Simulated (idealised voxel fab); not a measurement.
process module | voxel released beams
cross-section cut | 145 nm wide | cells 5 nm
A cross-section is a grid of square cells, given in bands from the top down. A band is one or more rows of cells.
Each band's line starts with the height of the band's top and of its bottom, in nm. Then come its materials from left to right, each with its width in nm. One material with "throughout" fills the band from edge to edge. "air" is empty space.
Height 0 is the level under which the wafer as received is all one material. The lowest band goes on downwards, as in "0 down".
A width such as "30 to 40" changes by the same amount from each row of cells to the next, from the band's top row to its bottom row.
"no change" after a step means that no cell of the cross-section changed.
closed voids: empty space of 8 cells or more with no open way to the top, each as width x height at its distance from the left edge, in nm
after a step's settings: what the simulator itself notes on the step
overlay nm, on a step with a mask: how far to the right of its planned place the mask lay; to the left if negative
plan
1 op RECEIVE | material Si
2 op CONFORMAL_DEP | material Al2O3 | thk nm 5
3 op DIRECTIONAL_DEP | material SiO2 | thk nm 20
4 op MASKED_ETCH | tone open | mask id ANCHOR | width nm 45 | etch materials SiO2 | depth nm 20 | overlay nm 0
5 op CONFORMAL_DEP | material polySi | thk nm 15
6 op MASKED_ETCH | tone cover | mask id BEAM | width nm 90 | etch materials polySi | depth nm 15 | overlay nm 0
7 op STRIP | etch materials SiO2
as received, after step 1
  0 down: Si throughout
  closed voids: none
first wafer at the end, as planned
  40 to 25: air 25 | polySi 20 | air 15 | polySi 55 | air 30
  25 to 20: air 30 | polySi 15 | air 15 | polySi 15 | air 70
  20 to 5: air 30 | polySi 45 | air 70
  5 to 0: Al2O3 throughout
  0 down: Si throughout
  closed voids: none
second wafer at the end: like start, like plan, one mistake
  40 to 25: air 25 | polySi 90 | air 30
  25 to 20: Al2O3 throughout
  20 to 0: SiO2 throughout
  0 down: Si throughout
  closed voids: none
what went wrong: steps 2 and 3 were swapped
at the end the second wafer has, in cells: 116 more of SiO2 | 24 fewer of polySi
